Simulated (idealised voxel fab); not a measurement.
The document below concerns the process module designated voxel double patterning.
For reference, the cross-section in this document is cut, with width 195 nm and square cells of 5 nm.
Cross-section = grid of square cells, listed top down in bands; band = one or more rows. Basically the band line says how high the top is and how high the bottom is, in nm, and then what's in it from left to right, every material with its width in nm. Empty space shows up as "blank", and if a single material carries "edge to edge" it runs the full band edge to edge. For the purposes of this specification, 0 denotes the height below which the wafer in its as-received condition is composed wholly of one material, and the lowermost band, lacking a lower limit, extends downward without end, as expressed in "0 -> down". Note: "30 to 40" means the width goes from the first number (top row of the band) to the second number (bottom row) in equal steps per row of cells. Key: "remains unaltered" - step with no changed cell in the cross-section. Empty spaces without an open route to the top, at least 8 cells in extent, make up the entry "Closed cavities"; each is given as width x height at distance, where the distance is measured from the left edge, and all are in nm. Whatever follows a step's settings on its line is a remark the simulator itself makes about that step. Each step line may optionally specify "overlay nm", which for a step with a mask gives the rightward distance between the mask's planned place and where it lay, a negative value indicating the leftward direction.
[So here's the lineup of process steps we planned]
1. RECEIVE with material Si
2. CONFORMAL_DEP with material SiN, thk nm 5
3. DIRECTIONAL_DEP with material SiO2, thk nm 15
4. DIRECTIONAL_DEP with material SiCN, thk nm 5
5. MASKED_ETCH with tone open, mask id FIRST, width nm 15, pitch nm 50, etch materials SiCN, depth nm 5, overlay nm 0
6. PATTERN with tone open, mask id SECOND, material resist, width nm 15, pitch nm 50, thk nm 15, overlay nm 0
7. DIRECTIONAL_ETCH with etch materials SiCN, depth nm 5
8. STRIP with etch materials resist
9. DIRECTIONAL_ETCH with etch materials SiO2, depth nm 15
10. STRIP with etch materials SiCN
[Incoming wafer, cross-sectional view, post step 1]
- 0 -> down | Si edge to edge
- Closed cavities: none
[First wafer of two, sectioned at end of module; run went per plan]
- 20 -> 5 | 40 SiO2, then 15 blank, then 10 SiO2, then 15 blank, then 10 SiO2, then 15 blank, then 10 SiO2, then 15 blank, then 10 SiO2, then 15 blank, then 40 SiO2
- 5 -> 0 | SiN edge to edge
- 0 -> down | Si edge to edge
- Closed cavities: none
[Same start, same plan as the first wafer - but one mistake in the run. Cross-section of the second of the two at the end of the module]
- 20 -> 15 | SiN edge to edge
- 15 -> 0 | SiO2 edge to edge
- 0 -> down | Si edge to edge
- Closed cavities: none
What went wrong in running the wafer? plan vs actual: 2 and 3 interchanged
Once processing is complete, comparing cell counts shows that the second wafer has more or fewer of certain materials than the first: +45 SiO2
